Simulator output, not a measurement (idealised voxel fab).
Process module, titled voxel released beams
The figure presents cross-section cut, which has a width of 195 nm and is divided into square cells with an edge length of 5 nm.
When this document writes out a cross-section, it uses a grid of square cells and lists it as bands, beginning at the top and moving down, with a band standing for one or more rows of cells.
Top, bottom (nm), then materials left to right with widths (nm); lone material tagged "edge to edge" fills the whole band edge to edge; "empty" = empty space.
It should be noted that heights are counted from 0, beneath which the wafer as supplied is of one material throughout, and that the lowest band possesses no lower boundary but continues downward, as written in "z 0 and below".
Width spec "30->40" -> top row of cells at first value, bottom row at second value, equal per-row change in between.
Basically "nothing altered" means that step didn't change any cell in the cross-section.
The list in "Closed void table" covers empty spaces of 8 cells or more that cannot reach the top through any open way, and it gives each as width x height at distance; the distance is from the left edge, and width, height and distance are in nm.
Anything after a step's settings on that line? It's the simulator's own note about the step.
Steps that use a mask can have "overlay nm" on their line. It says how far the mask sat to the right of where it was meant to be. Negative means to the left.

### This section lists the process steps that were planned
1) RECEIVE | material Si
2) CONFORMAL_DEP | material SiN | thk nm 10
3) DIRECTIONAL_DEP | material SiO2 | thk nm 20
4) MASKED_ETCH | tone open | mask id ANCHOR | width nm 45 | etch materials SiO2 | depth nm 20 | overlay nm 0
5) CONFORMAL_DEP | material TiN | thk nm 15
6) PATTERN | tone cover | mask id BEAM | material resist | width nm 125 | thk nm 15 | overlay nm 0
7) DIRECTIONAL_ETCH | etch materials TiN | depth nm 15
8) STRIP | etch materials resist
9) STRIP | etch materials SiO2

### Cross-sectional view of the wafer in its as-received condition, corresponding to the state after step 1
  z 0 and below = Si edge to edge
  Closed void table: none

### The cross-section shown corresponds to the wafer at the conclusion of the module. The initial structure and the process plan are those presented above; however, one mistake occurred in executing the plan
  z 35 to 20 = empty 30, then TiN 20, then empty 15, then TiN 90, then empty 40
  z 20 to 15 = empty 35, then TiN 15, then empty 15, then TiN 15, then empty 115
  z 15 to 0 = empty 35, then TiN 45, then empty 115
  z 0 and below = Si edge to edge
  Closed void table: none
Processing error: the run left out plan step 2 entirely, so it was never executed
